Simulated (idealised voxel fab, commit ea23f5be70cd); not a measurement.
process module | voxel capacitor over wiring
cross-section cut | 195 nm wide | cells 5 nm
A cross-section is a grid of square cells, given in bands from the top down. A band is one or more rows of cells.
Each band's line starts with the height of the band's top and of its bottom, in nm. Then come its materials from left to right, each with its width in nm. One material with "throughout" fills the band from edge to edge. "air" is empty space.
Height 0 is the level under which the wafer as received is all one material. The lowest band goes on downwards, as in "0 down".
A width such as "30 to 40" changes by the same amount from each row of cells to the next, from the band's top row to its bottom row.
"no change" after a step means that no cell of the cross-section changed.
closed voids: empty space of 8 cells or more with no open way to the top, each as width x height at its distance from the left edge, in nm
after a step's settings: what the simulator itself notes on the step
overlay nm, on a step with a mask: how far to the right of its planned place the mask lay; to the left if negative
plan
1 op RECEIVE | material Si
2 op CONFORMAL_DEP | material SiO2 | thk nm 10
3 op DIRECTIONAL_DEP | material TiN | thk nm 5
4 op DIRECTIONAL_DEP | material W | thk nm 25
5 op DIRECTIONAL_DEP | material aC | thk nm 15
6 op PATTERN | tone cover | mask id METAL_1 | material resist | width nm 30 | pitch nm 85 | thk nm 30 | overlay nm 0
7 op DIRECTIONAL_ETCH | etch materials aC | depth nm 15
8 op STRIP | etch materials resist
9 op DIRECTIONAL_ETCH | etch materials W | depth nm 25
10 op DIRECTIONAL_ETCH | etch materials TiN | depth nm 5
11 op STRIP | etch materials aC
12 op FILL_DEP | material lowk | thk nm 10
13 op CMP | height nm 40
14 op CONFORMAL_DEP | material SiCN | thk nm 5
15 op DIRECTIONAL_DEP | material lowk | thk nm 15
16 op MASKED_ETCH | tone open | mask id PLUG_1 | width nm 15 | etch materials lowk | depth nm 15 | overlay nm 0
17 op MASKED_ETCH | tone open | mask id PLUG_1 | width nm 15 | etch materials SiCN | depth nm 5 | overlay nm 0
18 op EPI | material Ru | thk nm 10
19 op EPI | material Ru | thk nm 10
20 op DIRECTIONAL_DEP | material TiN | thk nm 10
21 op DIRECTIONAL_DEP | material Al2O3 | thk nm 5
22 op DIRECTIONAL_DEP | material TiN | thk nm 10
23 op MASKED_ETCH | tone cover | mask id UPPER_PLATE | width nm 60 | etch materials TiN | depth nm 10 | overlay nm 0
24 op MASKED_ETCH | tone cover | mask id UPPER_PLATE | width nm 60 | etch materials Al2O3 | depth nm 5 | overlay nm 0
25 op DIRECTIONAL_DEP | material aC | thk nm 15
26 op PATTERN | tone cover | mask id LOWER_PLATE | material resist | width nm 70 | thk nm 30 | overlay nm 0
27 op DIRECTIONAL_ETCH | etch materials aC | depth nm 15
28 op STRIP | etch materials resist
29 op DIRECTIONAL_ETCH | etch materials TiN | depth nm 10
30 op STRIP | etch materials aC
31 op FILL_DEP | material SiO2 | thk nm 20
32 op CMP | height nm 100
33 op PATTERN | tone open | mask id PLUG_2 | material resist | width nm 15 | thk nm 15 | overlay nm 0
34 op DIRECTIONAL_ETCH | etch materials SiO2 | depth nm 15
35 op STRIP | etch materials resist
36 op CONFORMAL_DEP | material TiN | thk nm 5
37 op FILL_DEP | material W | thk nm 5
38 op CMP | height nm 100
39 op CONFORMAL_DEP | material SiCN | thk nm 5
first wafer, as planned
as received, after step 1
  0 down: Si throughout
  closed voids: none
after step 2
  10 to 0: SiO2 throughout
  below 0: unchanged
after step 3
  15 to 10: TiN throughout
  below 10: unchanged
after step 4
  40 to 15: W throughout
  below 15: unchanged
after step 5
  55 to 40: aC throughout
  below 40: unchanged
after step 6
  85 to 55: air 40 | resist 30 | air 55 | resist 30 | air 40
  below 55: unchanged
after step 7
  70 to 55: air 40 | resist 30 | air 55 | resist 30 | air 40
  55 to 40: air 40 | aC 30 | air 55 | aC 30 | air 40
  below 40: unchanged
after step 8
  55 to 40: air 40 | aC 30 | air 55 | aC 30 | air 40
  below 40: unchanged
after step 9
  55 to 40: air 40 | aC 30 | air 55 | aC 30 | air 40
  40 to 15: air 40 | W 30 | air 55 | W 30 | air 40
  below 15: unchanged
after step 10
  55 to 40: air 40 | aC 30 | air 55 | aC 30 | air 40
  40 to 15: air 40 | W 30 | air 55 | W 30 | air 40
  15 to 10: air 40 | TiN 30 | air 55 | TiN 30 | air 40
  below 10: unchanged
after step 11
  40 to 15: air 40 | W 30 | air 55 | W 30 | air 40
  below 15: unchanged
after step 12
  50 to 40: lowk throughout
  40 to 15: lowk 40 | W 30 | lowk 55 | W 30 | lowk 40
  15 to 10: lowk 40 | TiN 30 | lowk 55 | TiN 30 | lowk 40
  below 10: unchanged
after step 13
  40 to 15: lowk 40 | W 30 | lowk 55 | W 30 | lowk 40
  below 15: unchanged
after step 14
  45 to 40: SiCN throughout
  below 40: unchanged
after step 15
  60 to 45: lowk throughout
  below 45: unchanged
after step 16
  60 to 45: lowk 55 | air 15 | lowk 125
  below 45: unchanged
after step 17
  60 to 45: lowk 55 | air 15 | lowk 125
  45 to 40: SiCN 55 | air 15 | SiCN 125
  below 40: unchanged
after step 18
  60 to 50: lowk 55 | air 15 | lowk 125
  50 to 45: lowk 55 | Ru 15 | lowk 125
  45 to 40: SiCN 55 | Ru 15 | SiCN 125
  below 40: unchanged
after step 19
  60 to 45: lowk 55 | Ru 15 | lowk 125
  below 45: unchanged
after step 20
  70 to 60: TiN throughout
  below 60: unchanged
after step 21
  75 to 70: Al2O3 throughout
  below 70: unchanged
after step 22
  85 to 75: TiN throughout
  below 75: unchanged
after step 23
  85 to 75: air 55 | TiN 60 | air 80
  below 75: unchanged
after step 24
  85 to 75: air 55 | TiN 60 | air 80
  75 to 70: air 55 | Al2O3 60 | air 80
  below 70: unchanged
after step 25
  100 to 85: air 55 | aC 60 | air 80
  85 to 75: aC 55 | TiN 60 | aC 80
  75 to 70: aC 55 | Al2O3 60 | aC 80
  below 70: unchanged
after step 26
  130 to 100: air 50 | resist 70 | air 75
  100 to 85: air 50 | resist 5 | aC 60 | resist 5 | air 75
  below 85: unchanged
after step 27
  115 to 100: air 50 | resist 70 | air 75
  100 to 85: air 50 | resist 5 | aC 60 | resist 5 | air 75
  85 to 75: air 50 | aC 5 | TiN 60 | aC 5 | air 75
  75 to 70: air 50 | aC 5 | Al2O3 60 | aC 5 | air 75
  below 70: unchanged
after step 28
  100 to 85: air 55 | aC 60 | air 80
  below 85: unchanged
after step 29
  100 to 85: air 55 | aC 60 | air 80
  85 to 75: air 50 | aC 5 | TiN 60 | aC 5 | air 75
  75 to 70: air 50 | aC 5 | Al2O3 60 | aC 5 | air 75
  70 to 60: air 50 | TiN 70 | air 75
  below 60: unchanged
after step 30
  85 to 75: air 55 | TiN 60 | air 80
  75 to 70: air 55 | Al2O3 60 | air 80
  below 70: unchanged
after step 31
  105 to 85: SiO2 throughout
  85 to 75: SiO2 55 | TiN 60 | SiO2 80
  75 to 70: SiO2 55 | Al2O3 60 | SiO2 80
  70 to 60: SiO2 50 | TiN 70 | SiO2 75
  below 60: unchanged
after step 32
  100 to 85: SiO2 throughout
  below 85: unchanged
after step 33
  115 to 100: resist 65 | air 15 | resist 115
  below 100: unchanged
after step 34
  115 to 100: resist 65 | air 15 | resist 115
  100 to 85: SiO2 65 | air 15 | SiO2 115
  below 85: unchanged
after step 35
  100 to 85: SiO2 65 | air 15 | SiO2 115
  below 85: unchanged
after step 36
  105 to 100: TiN 70 | air 5 | TiN 120
  100 to 90: SiO2 65 | TiN 5 | air 5 | TiN 5 | SiO2 115
  90 to 85: SiO2 65 | TiN 15 | SiO2 115
  below 85: unchanged
after step 37
  110 to 105: W throughout
  105 to 100: TiN 70 | W 5 | TiN 120
  100 to 90: SiO2 65 | TiN 5 | W 5 | TiN 5 | SiO2 115
  below 90: unchanged
after step 38
  100 to 90: SiO2 65 | TiN 5 | W 5 | TiN 5 | SiO2 115
  below 90: unchanged
after step 39
  105 to 100: SiCN throughout
  below 100: unchanged
second wafer: like start, like plan, one mistake. Through step 22 it matches the first wafer
when step 23 should have ended
  85 to 75: air 65 | TiN 60 | air 70
  below 75: unchanged
when step 24 should have ended
  85 to 75: air 65 | TiN 60 | air 70
  75 to 70: air 55 | Al2O3 70 | air 70
  below 70: unchanged
when step 25 should have ended
  100 to 90: air 65 | aC 60 | air 70
  90 to 85: air 55 | aC 70 | air 70
  85 to 75: aC 65 | TiN 60 | aC 70
  75 to 70: aC 55 | Al2O3 70 | aC 70
  below 70: unchanged
when step 26 should have ended
  130 to 100: air 50 | resist 70 | air 75
  100 to 90: air 50 | resist 15 | aC 60 | air 70
  90 to 85: air 50 | resist 5 | aC 70 | air 70
  below 85: unchanged
when step 27 should have ended
  115 to 100: air 50 | resist 70 | air 75
  100 to 90: air 50 | resist 15 | aC 55 | air 75
  90 to 85: air 50 | resist 5 | aC 65 | air 75
  85 to 75: air 50 | aC 15 | TiN 60 | air 70
  75 to 70: air 50 | aC 5 | Al2O3 70 | air 70
  below 70: unchanged
when step 28 should have ended
  100 to 90: air 65 | aC 55 | air 75
  90 to 85: air 55 | aC 65 | air 75
  below 85: unchanged
when step 29 should have ended
  100 to 90: air 65 | aC 55 | air 75
  90 to 85: air 55 | aC 65 | air 75
  85 to 75: air 50 | aC 15 | TiN 55 | air 75
  75 to 70: air 50 | aC 5 | Al2O3 70 | air 70
  70 to 60: air 50 | TiN 75 | air 70
  below 60: unchanged
when step 30 should have ended
  85 to 75: air 65 | TiN 55 | air 75
  75 to 70: air 55 | Al2O3 70 | air 70
  below 70: unchanged
when step 31 should have ended
  105 to 85: SiO2 throughout
  85 to 75: SiO2 65 | TiN 55 | SiO2 75
  75 to 70: SiO2 55 | Al2O3 70 | SiO2 70
  70 to 60: SiO2 50 | TiN 75 | SiO2 70
  below 60: unchanged
when step 32 should have ended
  100 to 85: SiO2 throughout
  below 85: unchanged
when step 33 should have ended
  115 to 100: resist 65 | air 15 | resist 115
  below 100: unchanged
when step 34 should have ended
  115 to 100: resist 65 | air 15 | resist 115
  100 to 85: SiO2 65 | air 15 | SiO2 115
  below 85: unchanged
when step 35 should have ended
  100 to 85: SiO2 65 | air 15 | SiO2 115
  below 85: unchanged
when step 36 should have ended
  105 to 100: TiN 70 | air 5 | TiN 120
  100 to 90: SiO2 65 | TiN 5 | air 5 | TiN 5 | SiO2 115
  90 to 85: SiO2 65 | TiN 15 | SiO2 115
  below 85: unchanged
when step 37 should have ended
  110 to 105: W throughout
  105 to 100: TiN 70 | W 5 | TiN 120
  100 to 90: SiO2 65 | TiN 5 | W 5 | TiN 5 | SiO2 115
  below 90: unchanged
when step 38 should have ended
  100 to 90: SiO2 65 | TiN 5 | W 5 | TiN 5 | SiO2 115
  below 90: unchanged
when step 39 should have ended
  105 to 100: SiCN throughout
  below 100: unchanged
what went wrong: step 23 ran as: op MASKED_ETCH | tone cover | mask id UPPER_PLATE | width nm 60 | etch materials TiN | depth nm 10 | overlay nm 10
at the end the second wafer has, in cells: 2 more of Al2O3 | 2 fewer of SiO2
